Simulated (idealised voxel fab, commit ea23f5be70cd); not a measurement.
process module | voxel capacitor over wiring
cross-section cut | 205 nm wide | cells 5 nm
A cross-section is a grid of square cells, given in bands from the top down. A band is one or more rows of cells.
Each band's line starts with the height of the band's top and of its bottom, in nm. Then come its materials from left to right, each with its width in nm. One material with "throughout" fills the band from edge to edge. "air" is empty space.
Height 0 is the level under which the wafer as received is all one material. The lowest band goes on downwards, as in "0 down".
A width such as "30 to 40" changes by the same amount from each row of cells to the next, from the band's top row to its bottom row.
"no change" after a step means that no cell of the cross-section changed.
closed voids: empty space of 8 cells or more with no open way to the top, each as width x height at its distance from the left edge, in nm
after a step's settings: what the simulator itself notes on the step
overlay nm, on a step with a mask: how far to the right of its planned place the mask lay; to the left if negative
plan
1 op RECEIVE | material Si
2 op CONFORMAL_DEP | material SiO2 | thk nm 15
3 op CONFORMAL_DEP | material SiCN | thk nm 5
4 op DIRECTIONAL_DEP | material lowk | thk nm 25
5 op MASKED_ETCH | tone open | mask id METAL_1 | width nm 25 | pitch nm 90 | etch materials lowk | depth nm 25 | overlay nm 0
6 op MASKED_ETCH | tone open | mask id METAL_1 | width nm 25 | pitch nm 90 | etch materials SiCN | depth nm 5 | overlay nm 0
7 op CONFORMAL_DEP | material TiN | thk nm 5
8 op FILL_DEP | material Cu | thk nm 5
9 op CMP | height nm 45
10 op CONFORMAL_DEP | material SiCN | thk nm 5
11 op DIRECTIONAL_DEP | material lowk | thk nm 10
12 op DIRECTIONAL_DEP | material aC | thk nm 15
13 op PATTERN | tone open | mask id PLUG_1 | material resist | width nm 15 | thk nm 30 | overlay nm 0
14 op DIRECTIONAL_ETCH | etch materials aC | depth nm 15
15 op STRIP | etch materials resist
16 op DIRECTIONAL_ETCH | etch materials lowk | depth nm 10
17 op DIRECTIONAL_ETCH | etch materials SiCN | depth nm 5
18 op STRIP | etch materials aC
19 op EPI | material Ru | thk nm 10
20 op EPI | material Ru | thk nm 5
21 op DIRECTIONAL_DEP | material TiN | thk nm 5
22 op DIRECTIONAL_DEP | material SiN | thk nm 5
23 op DIRECTIONAL_DEP | material TiN | thk nm 5
24 op PATTERN | tone cover | mask id UPPER_PLATE | material resist | width nm 70 | thk nm 15 | overlay nm 0
25 op DIRECTIONAL_ETCH | etch materials TiN | depth nm 5
26 op DIRECTIONAL_ETCH | etch materials SiN | depth nm 5
27 op STRIP | etch materials resist
28 op DIRECTIONAL_DEP | material aC | thk nm 15
29 op PATTERN | tone cover | mask id LOWER_PLATE | material resist | width nm 80 | thk nm 35 | overlay nm 0
30 op DIRECTIONAL_ETCH | etch materials aC | depth nm 15
31 op STRIP | etch materials resist
32 op DIRECTIONAL_ETCH | etch materials TiN | depth nm 5
33 op STRIP | etch materials aC
34 op FILL_DEP | material SiO2 | thk nm 20
35 op CMP | height nm 90
36 op DIRECTIONAL_DEP | material aC | thk nm 15
37 op PATTERN | tone open | mask id PLUG_2 | material resist | width nm 15 | thk nm 35 | overlay nm 0
38 op DIRECTIONAL_ETCH | etch materials aC | depth nm 15
39 op STRIP | etch materials resist
40 op DIRECTIONAL_ETCH | etch materials SiO2 | depth nm 15
41 op STRIP | etch materials aC
42 op CONFORMAL_DEP | material TiN | thk nm 5
43 op FILL_DEP | material Cu | thk nm 10
44 op CMP | height nm 90
45 op CONFORMAL_DEP | material SiCN | thk nm 5
as received, after step 1
  0 down: Si throughout
  closed voids: none
a wafer at the end: this start, this plan, one mistake
  95 to 90: SiCN throughout
  90 to 80: SiO2 65 | TiN 5 | Cu 5 | TiN 5 | SiO2 125
  80 to 70: SiO2 65 to 55 | TiN 15 to 70 | SiO2 125 to 80
  70 to 65: SiO2 55 | SiN 70 | SiO2 80
  65 to 60: SiO2 45 | TiN 90 | SiO2 70
  60 to 50: lowk 55 | Ru 15 | lowk 135
  50 to 45: SiCN 55 | Ru 15 | SiCN 135
  45 to 20: lowk 45 | TiN 5 | Cu 15 | TiN 5 | lowk 65 | TiN 5 | Cu 15 | TiN 5 | lowk 45
  20 to 15: SiCN 45 | TiN 25 | SiCN 65 | TiN 25 | SiCN 45
  15 to 0: SiO2 throughout
  0 down: Si throughout
  closed voids: none
what went wrong: step 29 ran as: op PATTERN | tone cover | mask id LOWER_PLATE | material resist | width nm 90 | thk nm 35 | overlay nm 0
